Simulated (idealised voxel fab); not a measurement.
Title: Process Module voxel transistor to metal
Shown is cross-section cut, with a width of 200 nm and square cells of size 5 nm.
Cross-section layout: square cells on a grid; listed as bands, top to bottom; a band spans one or more cell rows.
The entry gives the band's vertical extent as a top height and a bottom height in nm, then its horizontal make-up as materials from left to right, each with a width in nm. "air" stands for empty space; a single material marked "full width" fills the band edge to edge.
The reference from which all heights are counted is 0, the level beneath which the as-received wafer is entirely one material; the lowest band, having no lower bound, proceeds downward and is written after the example "from 0 down".
With a width like "30..40", each row of cells in the band differs from the next by the same amount, the top row carrying the first number and the bottom row the second.
When a step is marked "no modification", none of the cells in the cross-section changed during that step.
Basically, "Cavities, sealed" tells you about the enclosed voids: empty spaces with no open way to the top, 8 cells or bigger, each written width x height at distance, where distance is from the left edge, all in nm.
Where a step's line continues beyond its settings, the continuation is a remark by the simulator itself on that step.
overlay nm: on a step with a mask, how far right of its planned place the mask lay; negative means left.
Below you will find pairs of cross-sections. In each, one shows the wafer before one process step and the other after it, with the after view ending at the lowest band that changed. Under each pair is the step separating them, along with its settings. Do not assume the pairs form a chain: they can come from different runs of this module on the same starting wafer, and a pair continues from the pair above it only when its "State before" entry says so.
### State before
    from 40 to 35  85 of air  30 of SiO2  85 of air
    from 35 to 25  85 of air  5 of SiO2  20 of SiCN  5 of SiO2  85 of air
    from 25 to 10  85 of air  5 of SiO2  20 of polySi  5 of SiO2  85 of air
    from 10 to 5  45 of SiO2  40 of air  5 of SiO2  20 of polySi  5 of SiO2  40 of air  45 of SiO2
    from 5 to 0  90 of SiO2  20 of polySi  90 of SiO2
    from 0 to -5  SiO2 full width
    from -5 to -65  50 of SiO2  100 of Si  50 of SiO2
    from -65 down  Si full width
    Cavities, sealed: none
### Sectional View, Post-Process
    from 35 to 25  85 of air  5 of SiO2  20 of SiCN  5 of SiO2  85 of air
    from 25 to 5  85 of air  5 of SiO2  20 of polySi  5 of SiO2  85 of air
    from 5 to 0  45 of SiO2  40 of air  5 of SiO2  20 of polySi  5 of SiO2  40 of air  45 of SiO2
    Whatever lies below 0 is exactly as it was before.
    Cavities, sealed: none
Connecting step for the cross-sections above: op DIRECTIONAL_ETCH | etch materials SiO2 | depth nm 5
State before: Reference is made to the cross-section shown after the step in the pair directly above, which represents the state prior to this step.
### Sectional View, Post-Process
    from 40 to 35  80 of air  40 of SiN  80 of air
    from 35 to 25  80 of air  5 of SiN  5 of SiO2  20 of SiCN  5 of SiO2  5 of SiN  80 of air
    from 25 to 10  80 of air  5 of SiN  5 of SiO2  20 of polySi  5 of SiO2  5 of SiN  80 of air
    from 10 to 5  50 of SiN  30 of air  5 of SiN  5 of SiO2  20 of polySi  5 of SiO2  5 of SiN  30 of air  50 of SiN
    from 5 to 0  45 of SiO2  40 of SiN  5 of SiO2  20 of polySi  5 of SiO2  40 of SiN  45 of SiO2
    Whatever lies below 0 is exactly as it was before.
    Cavities, sealed: none
Connecting step for the cross-sections above: op CONFORMAL_DEP | material SiN | thk nm 5
State before: Reference is made to the cross-section shown after the step in the pair directly above, which represents the state prior to this step.
### Sectional View, Post-Process
    from 35 to 25  80 of air  5 of SiN  5 of SiO2  20 of SiCN  5 of SiO2  5 of SiN  80 of air
    from 25 to 5  80 of air  5 of SiN  5 of SiO2  20 of polySi  5 of SiO2  5 of SiN  80 of air
    from 5 to 0  45 of SiO2  5 of SiN  30 of air  5 of SiN  5 of SiO2  20 of polySi  5 of SiO2  5 of SiN  30 of air  5 of SiN  45 of SiO2
    Whatever lies below 0 is exactly as it was before.
    Cavities, sealed: none
Connecting step for the cross-sections above: op DIRECTIONAL_ETCH | etch materials SiN | depth nm 5
State before: Reference is made to the cross-section shown after the step in the pair directly above, which represents the state prior to this step.
### Sectional View, Post-Process
    from 35 to 30  80 of air  5 of SiN  5 of air  20 of SiCN  5 of air  5 of SiN  80 of air
    from 30 to 25  80 of air  5 of SiN  5 of SiO2  20 of SiCN  5 of SiO2  5 of SiN  80 of air
    from 25 to 5  80 of air  5 of SiN  5 of SiO2  20 of polySi  5 of SiO2  5 of SiN  80 of air
    from 5 to 0  45 of air  5 of SiN  30 of air  5 of SiN  5 of SiO2  20 of polySi  5 of SiO2  5 of SiN  30 of air  5 of SiN  45 of air
    from 0 to -5  50 of SiO2  30 of air  40 of SiO2  30 of air  50 of SiO2
    Whatever lies below -5 is exactly as it was before.
    Cavities, sealed: none
Connecting step for the cross-sections above: op DIRECTIONAL_ETCH | etch materials SiO2 | depth nm 5
State before: Reference is made to the cross-section shown after the step in the pair directly above, which represents the state prior to this step.
### Sectional View, Post-Process
    from 35 to 30  80 of air  5 of SiN  5 of air  20 of SiCN  5 of air  5 of SiN  80 of air
    from 30 to 25  80 of air  5 of SiN  5 of SiO2  20 of SiCN  5 of SiO2  5 of SiN  80 of air
    from 25 to 5  80 of air  5 of SiN  5 of SiO2  20 of polySi  5 of SiO2  5 of SiN  80 of air
    from 5 to 0  45 of air  5 of SiN  30 of air  5 of SiN  5 of SiO2  20 of polySi  5 of SiO2  5 of SiN  30 of air  5 of SiN  45 of air
    from 0 to -5  50 of SiO2  30 of air  40 of SiO2  30 of air  50 of SiO2
    from -5 to -20  50 of SiO2  30 of air  40 of Si  30 of air  50 of SiO2
    Whatever lies below -20 is exactly as it was before.
    Cavities, sealed: none
Connecting step for the cross-sections above: op DIRECTIONAL_ETCH | etch materials Si | depth nm 15
State before: Reference is made to the cross-section shown after the step in the pair directly above, which represents the state prior to this step.
### Sectional View, Post-Process
    from 35 to 30  80 of air  5 of SiN  5 of air  20 of SiCN  5 of air  5 of SiN  80 of air
    from 30 to 25  80 of air  5 of SiN  5 of SiO2  20 of SiCN  5 of SiO2  5 of SiN  80 of air
    from 25 to 10  80 of air  5 of SiN  5 of SiO2  20 of polySi  5 of SiO2  5 of SiN  80 of air
    from 10 to 5  65 of air  15 of nSi  5 of SiN  5 of SiO2  20 of polySi  5 of SiO2  5 of SiN  15 of nSi  65 of air
    from 5 to 0  45 of air  5 of SiN  15 of air  15 of nSi  5 of SiN  5 of SiO2  20 of polySi  5 of SiO2  5 of SiN  15 of nSi  15 of air  5 of SiN  45 of air
    from 0 to -5  50 of SiO2  15 of air  15 of nSi  40 of SiO2  15 of nSi  15 of air  50 of SiO2
    from -5 to -20  50 of SiO2  30 of nSi  40 of Si  30 of nSi  50 of SiO2
    Whatever lies below -20 is exactly as it was before.
    Cavities, sealed: none
Connecting step for the cross-sections above: op EPI | material nSi | thk nm 15
State before: Reference is made to the cross-section shown after the step in the pair directly above, which represents the state prior to this step.
### Sectional View, Post-Process
    from 45 to 35  SiO2 full width
    from 35 to 25  80 of SiO2  5 of SiN  5 of SiO2  20 of SiCN  5 of SiO2  5 of SiN  80 of SiO2
    from 25 to 10  80 of SiO2  5 of SiN  5 of SiO2  20 of polySi  5 of SiO2  5 of SiN  80 of SiO2
    from 10 to 5  65 of SiO2  15 of nSi  5 of SiN  5 of SiO2  20 of polySi  5 of SiO2  5 of SiN  15 of nSi  65 of SiO2
    from 5 to 0  45 of SiO2  5 of SiN  15 of SiO2  15 of nSi  5 of SiN  5 of SiO2  20 of polySi  5 of SiO2  5 of SiN  15 of nSi  15 of SiO2  5 of SiN  45 of SiO2
    from 0 to -5  65 of SiO2  15 of nSi  40 of SiO2  15 of nSi  65 of SiO2
    Whatever lies below -5 is exactly as it was before.
    Cavities, sealed: none
Connecting step for the cross-sections above: op FILL_DEP | material SiO2 | thk nm 10
State before: Reference is made to the cross-section shown after the step in the pair directly above, which represents the state prior to this step.
### Sectional View, Post-Process
    from 35 to 25  80 of SiO2  5 of SiN  5 of SiO2  20 of SiCN  5 of SiO2  5 of SiN  80 of SiO2
    Whatever lies below 25 is exactly as it was before.
    Cavities, sealed: none
Connecting step for the cross-sections above: op CMP | height nm 35
State before: Reference is made to the cross-section shown after the step in the pair directly above, which represents the state prior to this step.
### Sectional View, Post-Process
    from 45 to 35  SiO2 full width
    Whatever lies below 35 is exactly as it was before.
    Cavities, sealed: none
Connecting step for the cross-sections above: op DIRECTIONAL_DEP | material SiO2 | thk nm 10
State before: Reference is made to the cross-section shown after the step in the pair directly above, which represents the state prior to this step.
### Sectional View, Post-Process
    from 60 to 45  aC full width
    Whatever lies below 45 is exactly as it was before.
    Cavities, sealed: none
Connecting step for the cross-sections above: op DIRECTIONAL_DEP | material aC | thk nm 15
State before: Reference is made to the cross-section shown after the step in the pair directly above, which represents the state prior to this step.
### Sectional View, Post-Process
    from 95 to 60  55 of resist  15 of air  60 of resist  15 of air  55 of resist
    Whatever lies below 60 is exactly as it was before.
    Cavities, sealed: none
Connecting step for the cross-sections above: op PATTERN | tone open | mask id CONTACT | material resist | width nm 15 | pitch nm 75 | thk nm 35 | overlay nm 0
State before: Reference is made to the cross-section shown after the step in the pair directly above, which represents the state prior to this step.
### Sectional View, Post-Process
    from 80 to 60  55 of resist  15 of air  60 of resist  15 of air  55 of resist
    from 60 to 45  55 of aC  15 of air  60 of aC  15 of air  55 of aC
    Whatever lies below 45 is exactly as it was before.
    Cavities, sealed: none
Connecting step for the cross-sections above: op DIRECTIONAL_ETCH | etch materials aC | depth nm 15
State before: Reference is made to the cross-section shown after the step in the pair directly above, which represents the state prior to this step.
### Sectional View, Post-Process
    from 60 to 45  55 of aC  15 of air  60 of aC  15 of air  55 of aC
    Whatever lies below 45 is exactly as it was before.
    Cavities, sealed: none
Connecting step for the cross-sections above: op STRIP | etch materials resist
State before: Reference is made to the cross-section shown after the step in the pair directly above, which represents the state prior to this step.
### Sectional View, Post-Process
    from 60 to 45  55 of aC  15 of air  60 of aC  15 of air  55 of aC
    from 45 to 35  55 of SiO2  15 of air  60 of SiO2  15 of air  55 of SiO2
    from 35 to 25  55 of SiO2  15 of air  10 of SiO2  5 of SiN  5 of SiO2  20 of SiCN  5 of SiO2  5 of SiN  10 of SiO2  15 of air  55 of SiO2
    from 25 to 10  55 of SiO2  15 of air  10 of SiO2  5 of SiN  5 of SiO2  20 of polySi  5 of SiO2  5 of SiN  10 of SiO2  15 of air  55 of SiO2
    from 10 to 5  55 of SiO2  10 of air  15 of nSi  5 of SiN  5 of SiO2  20 of polySi  5 of SiO2  5 of SiN  15 of nSi  10 of air  55 of SiO2
    from 5 to 0  45 of SiO2  5 of SiN  5 of SiO2  10 of air  15 of nSi  5 of SiN  5 of SiO2  20 of polySi  5 of SiO2  5 of SiN  15 of nSi  10 of air  5 of SiO2  5 of SiN  45 of SiO2
    from 0 to -5  55 of SiO2  10 of air  15 of nSi  40 of SiO2  15 of nSi  10 of air  55 of SiO2
    Whatever lies below -5 is exactly as it was before.
    Cavities, sealed: none
Connecting step for the cross-sections above: op DIRECTIONAL_ETCH | etch materials SiO2 | depth nm 50
State before: Reference is made to the cross-section shown after the step in the pair directly above, which represents the state prior to this step.
### Sectional View, Post-Process
    from 45 to 35  55 of SiO2  15 of air  60 of SiO2  15 of air  55 of SiO2
    Whatever lies below 35 is exactly as it was before.
    Cavities, sealed: none
Connecting step for the cross-sections above: op STRIP | etch materials aC
State before: Reference is made to the cross-section shown after the step in the pair directly above, which represents the state prior to this step.
### Sectional View, Post-Process
    from 50 to 45  60 of TiN  5 of air  70 of TiN  5 of air  60 of TiN
    from 45 to 35  55 of SiO2  5 of TiN  5 of air  5 of TiN  60 of SiO2  5 of TiN  5 of air  5 of TiN  55 of SiO2
    from 35 to 25  55 of SiO2  5 of TiN  5 of air  5 of TiN  10 of SiO2  5 of SiN  5 of SiO2  20 of SiCN  5 of SiO2  5 of SiN  10 of SiO2  5 of TiN  5 of air  5 of TiN  55 of SiO2
    from 25 to 15  55 of SiO2  5 of TiN  5 of air  5 of TiN  10 of SiO2  5 of SiN  5 of SiO2  20 of polySi  5 of SiO2  5 of SiN  10 of SiO2  5 of TiN  5 of air  5 of TiN  55 of SiO2
    from 15 to 10  55 of SiO2  15 of TiN  10 of SiO2  5 of SiN  5 of SiO2  20 of polySi  5 of SiO2  5 of SiN  10 of SiO2  15 of TiN  55 of SiO2
    from 10 to 5  55 of SiO2  10 of TiN  15 of nSi  5 of SiN  5 of SiO2  20 of polySi  5 of SiO2  5 of SiN  15 of nSi  10 of TiN  55 of SiO2
    from 5 to 0  45 of SiO2  5 of SiN  5 of SiO2  10 of TiN  15 of nSi  5 of SiN  5 of SiO2  20 of polySi  5 of SiO2  5 of SiN  15 of nSi  10 of TiN  5 of SiO2  5 of SiN  45 of SiO2
    from 0 to -5  55 of SiO2  10 of TiN  15 of nSi  40 of SiO2  15 of nSi  10 of TiN  55 of SiO2
    Whatever lies below -5 is exactly as it was before.
    Cavities, sealed: none
Connecting step for the cross-sections above: op CONFORMAL_DEP | material TiN | thk nm 5
State before: Reference is made to the cross-section shown after the step in the pair directly above, which represents the state prior to this step.
### Sectional View, Post-Process
    from 60 to 50  Ru full width
    from 50 to 45  60 of TiN  5 of Ru  70 of TiN  5 of Ru  60 of TiN
    from 45 to 35  55 of SiO2  5 of TiN  5 of Ru  5 of TiN  60 of SiO2  5 of TiN  5 of Ru  5 of TiN  55 of SiO2
    from 35 to 25  55 of SiO2  5 of TiN  5 of Ru  5 of TiN  10 of SiO2  5 of SiN  5 of SiO2  20 of SiCN  5 of SiO2  5 of SiN  10 of SiO2  5 of TiN  5 of Ru  5 of TiN  55 of SiO2
    from 25 to 15  55 of SiO2  5 of TiN  5 of Ru  5 of TiN  10 of SiO2  5 of SiN  5 of SiO2  20 of polySi  5 of SiO2  5 of SiN  10 of SiO2  5 of TiN  5 of Ru  5 of TiN  55 of SiO2
    Whatever lies below 15 is exactly as it was before.
    Cavities, sealed: none
Connecting step for the cross-sections above: op FILL_DEP | material Ru | thk nm 10
State before: Reference is made to the cross-section shown after the step in the pair directly above, which represents the state prior to this step.
### Sectional View, Post-Process
    from 45 to 35  55 of SiO2  5 of TiN  5 of Ru  5 of TiN  60 of SiO2  5 of TiN  5 of Ru  5 of TiN  55 of SiO2
    Whatever lies below 35 is exactly as it was before.
    Cavities, sealed: none
Connecting step for the cross-sections above: op CMP | height nm 45
State before: Reference is made to the cross-section shown after the step in the pair directly above, which represents the state prior to this step.
### Sectional View, Post-Process
    from 50 to 45  TiN full width
    Whatever lies below 45 is exactly as it was before.
    Cavities, sealed: none
Connecting step for the cross-sections above: op DIRECTIONAL_DEP | material TiN | thk nm 5
State before: Reference is made to the cross-section shown after the step in the pair directly above, which represents the state prior to this step.
### Sectional View, Post-Process
    from 65 to 50  Ru full width
    Whatever lies below 50 is exactly as it was before.
    Cavities, sealed: none
Connecting step for the cross-sections above: op DIRECTIONAL_DEP | material Ru | thk nm 15
State before: Reference is made to the cross-section shown after the step in the pair directly above, which represents the state prior to this step.
### Sectional View, Post-Process
    from 75 to 65  aC full width
    Whatever lies below 65 is exactly as it was before.
    Cavities, sealed: none
Connecting step for the cross-sections above: op DIRECTIONAL_DEP | material aC | thk nm 10
State before: Reference is made to the cross-section shown after the step in the pair directly above, which represents the state prior to this step.
### Sectional View, Post-Process
    from 105 to 75  55 of air  15 of resist  60 of air  15 of resist  55 of air
    Whatever lies below 75 is exactly as it was before.
    Cavities, sealed: none
Connecting step for the cross-sections above: op PATTERN | tone cover | mask id METAL_1 | material resist | width nm 15 | pitch nm 75 | thk nm 30 | overlay nm 0
State before: Reference is made to the cross-section shown after the step in the pair directly above, which represents the state prior to this step.
### Sectional View, Post-Process
    from 95 to 75  55 of air  15 of resist  60 of air  15 of resist  55 of air
    from 75 to 65  55 of air  15 of aC  60 of air  15 of aC  55 of air
    Whatever lies below 65 is exactly as it was before.
    Cavities, sealed: none
Connecting step for the cross-sections above: op DIRECTIONAL_ETCH | etch materials aC | depth nm 10
State before: Reference is made to the cross-section shown after the step in the pair directly above, which represents the state prior to this step.
### Sectional View, Post-Process
    from 75 to 65  55 of air  15 of aC  60 of air  15 of aC  55 of air
    Whatever lies below 65 is exactly as it was before.
    Cavities, sealed: none
Connecting step for the cross-sections above: op STRIP | etch materials resist
State before: Reference is made to the cross-section shown after the step in the pair directly above, which represents the state prior to this step.
### Sectional View, Post-Process
    from 75 to 65  55 of air  15 of aC  60 of air  15 of aC  55 of air
    from 65 to 50  55 of air  15 of Ru  60 of air  15 of Ru  55 of air
    Whatever lies below 50 is exactly as it was before.
    Cavities, sealed: none
Connecting step for the cross-sections above: op DIRECTIONAL_ETCH | etch materials Ru | depth nm 15
State before: Reference is made to the cross-section shown after the step in the pair directly above, which represents the state prior to this step.
### Sectional View, Post-Process
    from 75 to 65  55 of air  15 of aC  60 of air  15 of aC  55 of air
    from 65 to 50  55 of air  15 of Ru  60 of air  15 of Ru  55 of air
    from 50 to 45  55 of air  15 of TiN  60 of air  15 of TiN  55 of air
    Whatever lies below 45 is exactly as it was before.
    Cavities, sealed: none
Connecting step for the cross-sections above: op DIRECTIONAL_ETCH | etch materials TiN | depth nm 5
State before: Reference is made to the cross-section shown after the step in the pair directly above, which represents the state prior to this step.
### Sectional View, Post-Process
    from 65 to 50  55 of air  15 of Ru  60 of air  15 of Ru  55 of air
    Whatever lies below 50 is exactly as it was before.
    Cavities, sealed: none
Connecting step for the cross-sections above: op STRIP | etch materials aC
State before: Reference is made to the cross-section shown after the step in the pair directly above, which represents the state prior to this step.
### Sectional View, Post-Process
    from 75 to 65  SiO2 full width
    from 65 to 50  55 of SiO2  15 of Ru  60 of SiO2  15 of Ru  55 of SiO2
    from 50 to 45  55 of SiO2  15 of TiN  60 of SiO2  15 of TiN  55 of SiO2
    Whatever lies below 45 is exactly as it was before.
    Cavities, sealed: none
Connecting step for the cross-sections above: op FILL_DEP | material SiO2 | thk nm 10
State before: Reference is made to the cross-section shown after the step in the pair directly above, which represents the state prior to this step.
### Sectional View, Post-Process
    from 65 to 50  55 of SiO2  15 of Ru  60 of SiO2  15 of Ru  55 of SiO2
    Whatever lies below 50 is exactly as it was before.
    Cavities, sealed: none
Connecting step for the cross-sections above: op CMP | height nm 65
State before: Reference is made to the cross-section shown after the step in the pair directly above, which represents the state prior to this step.
### Sectional View, Post-Process
    from 70 to 65  SiCN full width
    Whatever lies below 65 is exactly as it was before.
    Cavities, sealed: none
Connecting step for the cross-sections above: op CONFORMAL_DEP | material SiCN | thk nm 5
State before: Reference is made to the cross-section shown after the step in the pair directly above, which represents the state prior to this step.
### Sectional View, Post-Process
    from 100 to 70  SiO2 full width
    Whatever lies below 70 is exactly as it was before.
    Cavities, sealed: none
Connecting step for the cross-sections above: op DIRECTIONAL_DEP | material SiO2 | thk nm 30
State before: Reference is made to the cross-section shown after the step in the pair directly above, which represents the state prior to this step.
### Sectional View, Post-Process
    from 115 to 100  aC full width
    Whatever lies below 100 is exactly as it was before.
    Cavities, sealed: none
Connecting step for the cross-sections above: op DIRECTIONAL_DEP | material aC | thk nm 15
State before: Reference is made to the cross-section shown after the step in the pair directly above, which represents the state prior to this step.
### Sectional View, Post-Process
    from 145 to 115  55 of resist  15 of air  60 of resist  15 of air  55 of resist
    Whatever lies below 115 is exactly as it was before.
    Cavities, sealed: none
Connecting step for the cross-sections above: op PATTERN | tone open | mask id METAL_2 | material resist | width nm 15 | pitch nm 75 | thk nm 30 | overlay nm 0
State before: Reference is made to the cross-section shown after the step in the pair directly above, which represents the state prior to this step.
### Sectional View, Post-Process
    from 130 to 115  55 of resist  15 of air  60 of resist  15 of air  55 of resist
    from 115 to 100  55 of aC  15 of air  60 of aC  15 of air  55 of aC
    Whatever lies below 100 is exactly as it was before.
    Cavities, sealed: none
Connecting step for the cross-sections above: op DIRECTIONAL_ETCH | etch materials aC | depth nm 15
State before: Reference is made to the cross-section shown after the step in the pair directly above, which represents the state prior to this step.
### Sectional View, Post-Process
    from 115 to 100  55 of aC  15 of air  60 of aC  15 of air  55 of aC
    Whatever lies below 100 is exactly as it was before.
    Cavities, sealed: none
Connecting step for the cross-sections above: op STRIP | etch materials resist
State before: Reference is made to the cross-section shown after the step in the pair directly above, which represents the state prior to this step.
### Sectional View, Post-Process
    from 115 to 100  55 of aC  15 of air  60 of aC  15 of air  55 of aC
    from 100 to 80  55 of SiO2  15 of air  60 of SiO2  15 of air  55 of SiO2
    Whatever lies below 80 is exactly as it was before.
    Cavities, sealed: none
Connecting step for the cross-sections above: op DIRECTIONAL_ETCH | etch materials SiO2 | depth nm 20
State before: Reference is made to the cross-section shown after the step in the pair directly above, which represents the state prior to this step.
### Sectional View, Post-Process
    from 100 to 80  55 of SiO2  15 of air  60 of SiO2  15 of air  55 of SiO2
    Whatever lies below 80 is exactly as it was before.
    Cavities, sealed: none
Connecting step for the cross-sections above: op STRIP | etch materials aC
State before: Reference is made to the cross-section shown after the step in the pair directly above, which represents the state prior to this step.
### Sectional View, Post-Process
    from 120 to 100  55 of resist  15 of air  60 of resist  15 of air  55 of resist
    Whatever lies below 100 is exactly as it was before.
    Cavities, sealed: none
Connecting step for the cross-sections above: op PATTERN | tone open | mask id METAL_2_HOLES | material resist | width nm 15 | pitch nm 75 | thk nm 20 | overlay nm 0
State before: Reference is made to the cross-section shown after the step in the pair directly above, which represents the state prior to this step.
### Sectional View, Post-Process
    from 120 to 100  55 of resist  15 of air  60 of resist  15 of air  55 of resist
    from 100 to 70  55 of SiO2  15 of air  60 of SiO2  15 of air  55 of SiO2
    Whatever lies below 70 is exactly as it was before.
    Cavities, sealed: none
Connecting step for the cross-sections above: op DIRECTIONAL_ETCH | etch materials SiO2 | depth nm 10
State before: Reference is made to the cross-section shown after the step in the pair directly above, which represents the state prior to this step.
### Sectional View, Post-Process
    from 120 to 100  55 of resist  15 of air  60 of resist  15 of air  55 of resist
    from 100 to 70  55 of SiO2  15 of air  60 of SiO2  15 of air  55 of SiO2
    from 70 to 65  55 of SiCN  15 of air  60 of SiCN  15 of air  55 of SiCN
    Whatever lies below 65 is exactly as it was before.
    Cavities, sealed: none
Connecting step for the cross-sections above: op DIRECTIONAL_ETCH | etch materials SiCN | depth nm 5
State before: Reference is made to the cross-section shown after the step in the pair directly above, which represents the state prior to this step.
### Sectional View, Post-Process
    from 100 to 70  55 of SiO2  15 of air  60 of SiO2  15 of air  55 of SiO2
    Whatever lies below 70 is exactly as it was before.
    Cavities, sealed: none
Connecting step for the cross-sections above: op STRIP | etch materials resist
State before: Reference is made to the cross-section shown after the step in the pair directly above, which represents the state prior to this step.
### Sectional View, Post-Process
    from 105 to 100  60 of TiN  5 of air  70 of TiN  5 of air  60 of TiN
    from 100 to 70  55 of SiO2  5 of TiN  5 of air  5 of TiN  60 of SiO2  5 of TiN  5 of air  5 of TiN  55 of SiO2
    from 70 to 65  55 of SiCN  15 of TiN  60 of SiCN  15 of TiN  55 of SiCN
    Whatever lies below 65 is exactly as it was before.
    Cavities, sealed: none
Connecting step for the cross-sections above: op CONFORMAL_DEP | material TiN | thk nm 5
State before: Reference is made to the cross-section shown after the step in the pair directly above, which represents the state prior to this step.
### Sectional View, Post-Process
    from 110 to 105  Cu full width
    from 105 to 100  60 of TiN  5 of Cu  70 of TiN  5 of Cu  60 of TiN
    from 100 to 70  55 of SiO2  5 of TiN  5 of Cu  5 of TiN  60 of SiO2  5 of TiN  5 of Cu  5 of TiN  55 of SiO2
    Whatever lies below 70 is exactly as it was before.
    Cavities, sealed: none
Connecting step for the cross-sections above: op FILL_DEP | material Cu | thk nm 5
State before: Reference is made to the cross-section shown after the step in the pair directly above, which represents the state prior to this step.
### Sectional View, Post-Process
    from 100 to 70  55 of SiO2  5 of TiN  5 of Cu  5 of TiN  60 of SiO2  5 of TiN  5 of Cu  5 of TiN  55 of SiO2
    Whatever lies below 70 is exactly as it was before.
    Cavities, sealed: none
Connecting step for the cross-sections above: op CMP | height nm 100
State before: Reference is made to the cross-section shown after the step in the pair directly above, which represents the state prior to this step.
### Sectional View, Post-Process
    from 105 to 100  SiN full width
    Whatever lies below 100 is exactly as it was before.
    Cavities, sealed: none
Connecting step for the cross-sections above: op CONFORMAL_DEP | material SiN | thk nm 5
### State before
    from 45 to 35  55 of SiO2  5 of TiN  5 of Ru  5 of TiN  60 of SiO2  5 of TiN  5 of Ru  5 of TiN  55 of SiO2
    from 35 to 25  55 of SiO2  5 of TiN  5 of Ru  5 of TiN  10 of SiO2  5 of SiN  5 of SiO2  20 of SiCN  5 of SiO2  5 of SiN  10 of SiO2  5 of TiN  5 of Ru  5 of TiN  55 of SiO2
    from 25 to 15  55 of SiO2  5 of TiN  5 of Ru  5 of TiN  10 of SiO2  5 of SiN  5 of SiO2  20 of polySi  5 of SiO2  5 of SiN  10 of SiO2  5 of TiN  5 of Ru  5 of TiN  55 of SiO2
    from 15 to 10  55 of SiO2  15 of TiN  10 of SiO2  5 of SiN  5 of SiO2  20 of polySi  5 of SiO2  5 of SiN  10 of SiO2  15 of TiN  55 of SiO2
    from 10 to 5  55 of SiO2  10 of TiN  15 of nSi  5 of SiN  5 of SiO2  20 of polySi  5 of SiO2  5 of SiN  15 of nSi  10 of TiN  55 of SiO2
    from 5 to 0  45 of SiO2  5 of SiN  5 of SiO2  10 of TiN  15 of nSi  5 of SiN  5 of SiO2  20 of polySi  5 of SiO2  5 of SiN  15 of nSi  10 of TiN  5 of SiO2  5 of SiN  45 of SiO2
    from 0 to -5  55 of SiO2  10 of TiN  15 of nSi  40 of SiO2  15 of nSi  10 of TiN  55 of SiO2
    from -5 to -20  50 of SiO2  30 of nSi  40 of Si  30 of nSi  50 of SiO2
    from -20 to -35  50 of SiO2  100 of Si  50 of SiO2
    from -35 down  Si full width
    Cavities, sealed: none
### Sectional View, Post-Process
    from 60 to 45  Ru full width
    Whatever lies below 45 is exactly as it was before.
    Cavities, sealed: none
Connecting step for the cross-sections above: op DIRECTIONAL_DEP | material Ru | thk nm 15
State before: Reference is made to the cross-section shown after the step in the pair directly above, which represents the state prior to this step.
### Sectional View, Post-Process
    from 65 to 60  TiN full width
    Whatever lies below 60 is exactly as it was before.
    Cavities, sealed: none
Connecting step for the cross-sections above: op DIRECTIONAL_DEP | material TiN | thk nm 5
State before: Reference is made to the cross-section shown after the step in the pair directly above, which represents the state prior to this step.
### Sectional View, Post-Process
    from 75 to 65  aC full width
    Whatever lies below 65 is exactly as it was before.
    Cavities, sealed: none
Connecting step for the cross-sections above: op DIRECTIONAL_DEP | material aC | thk nm 10
State before: Reference is made to the cross-section shown after the step in the pair directly above, which represents the state prior to this step.
### Sectional View, Post-Process
    from 105 to 75  55 of air  15 of resist  60 of air  15 of resist  55 of air
    Whatever lies below 75 is exactly as it was before.
    Cavities, sealed: none
Connecting step for the cross-sections above: op PATTERN | tone cover | mask id METAL_1 | material resist | width nm 15 | pitch nm 75 | thk nm 30 | overlay nm 0
State before: Reference is made to the cross-section shown after the step in the pair directly above, which represents the state prior to this step.
### Sectional View, Post-Process
    from 95 to 75  55 of air  15 of resist  60 of air  15 of resist  55 of air
    from 75 to 65  55 of air  15 of aC  60 of air  15 of aC  55 of air
    Whatever lies below 65 is exactly as it was before.
    Cavities, sealed: none
Connecting step for the cross-sections above: op DIRECTIONAL_ETCH | etch materials aC | depth nm 10
State before: Reference is made to the cross-section shown after the step in the pair directly above, which represents the state prior to this step.
### Sectional View, Post-Process
    from 75 to 65  55 of air  15 of aC  60 of air  15 of aC  55 of air
    Whatever lies below 65 is exactly as it was before.
    Cavities, sealed: none
Connecting step for the cross-sections above: op STRIP | etch materials resist
State before: Reference is made to the cross-section shown after the step in the pair directly above, which represents the state prior to this step.
### Sectional View, Post-Process
    from 75 to 65  55 of air  15 of aC  60 of air  15 of aC  55 of air
    from 65 to 60  55 of air  15 of TiN  60 of air  15 of TiN  55 of air
    Whatever lies below 60 is exactly as it was before.
    Cavities, sealed: none
Connecting step for the cross-sections above: op DIRECTIONAL_ETCH | etch materials TiN | depth nm 5
State before: Reference is made to the cross-section shown after the step in the pair directly above, which represents the state prior to this step.
### Sectional View, Post-Process
    from 65 to 60  55 of air  15 of TiN  60 of air  15 of TiN  55 of air
    Whatever lies below 60 is exactly as it was before.
    Cavities, sealed: none
Connecting step for the cross-sections above: op STRIP | etch materials aC
State before: Reference is made to the cross-section shown after the step in the pair directly above, which represents the state prior to this step.
### Sectional View, Post-Process
    from 75 to 65  SiO2 full width
    from 65 to 60  55 of SiO2  15 of TiN  60 of SiO2  15 of TiN  55 of SiO2
    Whatever lies below 60 is exactly as it was before.
    Cavities, sealed: none
Connecting step for the cross-sections above: op FILL_DEP | material SiO2 | thk nm 10
State before: Reference is made to the cross-section shown after the step in the pair directly above, which represents the state prior to this step.
### Sectional View, Post-Process
    from 65 to 60  55 of SiO2  15 of TiN  60 of SiO2  15 of TiN  55 of SiO2
    Whatever lies below 60 is exactly as it was before.
    Cavities, sealed: none
Connecting step for the cross-sections above: op CMP | height nm 65
State before: Reference is made to the cross-section shown after the step in the pair directly above, which represents the state prior to this step.
### Sectional View, Post-Process
    from 70 to 65  SiCN full width
    Whatever lies below 65 is exactly as it was before.
    Cavities, sealed: none
Connecting step for the cross-sections above: op CONFORMAL_DEP | material SiCN | thk nm 5
State before: Reference is made to the cross-section shown after the step in the pair directly above, which represents the state prior to this step.
### Sectional View, Post-Process
    from 100 to 70  SiO2 full width
    Whatever lies below 70 is exactly as it was before.
    Cavities, sealed: none
Connecting step for the cross-sections above: op DIRECTIONAL_DEP | material SiO2 | thk nm 30
State before: Reference is made to the cross-section shown after the step in the pair directly above, which represents the state prior to this step.
### Sectional View, Post-Process
    from 115 to 100  aC full width
    Whatever lies below 100 is exactly as it was before.
    Cavities, sealed: none
Connecting step for the cross-sections above: op DIRECTIONAL_DEP | material aC | thk nm 15
State before: Reference is made to the cross-section shown after the step in the pair directly above, which represents the state prior to this step.
### Sectional View, Post-Process
    from 145 to 115  55 of resist  15 of air  60 of resist  15 of air  55 of resist
    Whatever lies below 115 is exactly as it was before.
    Cavities, sealed: none
Connecting step for the cross-sections above: op PATTERN | tone open | mask id METAL_2 | material resist | width nm 15 | pitch nm 75 | thk nm 30 | overlay nm 0
State before: Reference is made to the cross-section shown after the step in the pair directly above, which represents the state prior to this step.
### Sectional View, Post-Process
    from 130 to 115  55 of resist  15 of air  60 of resist  15 of air  55 of resist
    from 115 to 100  55 of aC  15 of air  60 of aC  15 of air  55 of aC
    Whatever lies below 100 is exactly as it was before.
    Cavities, sealed: none
Connecting step for the cross-sections above: op DIRECTIONAL_ETCH | etch materials aC | depth nm 15
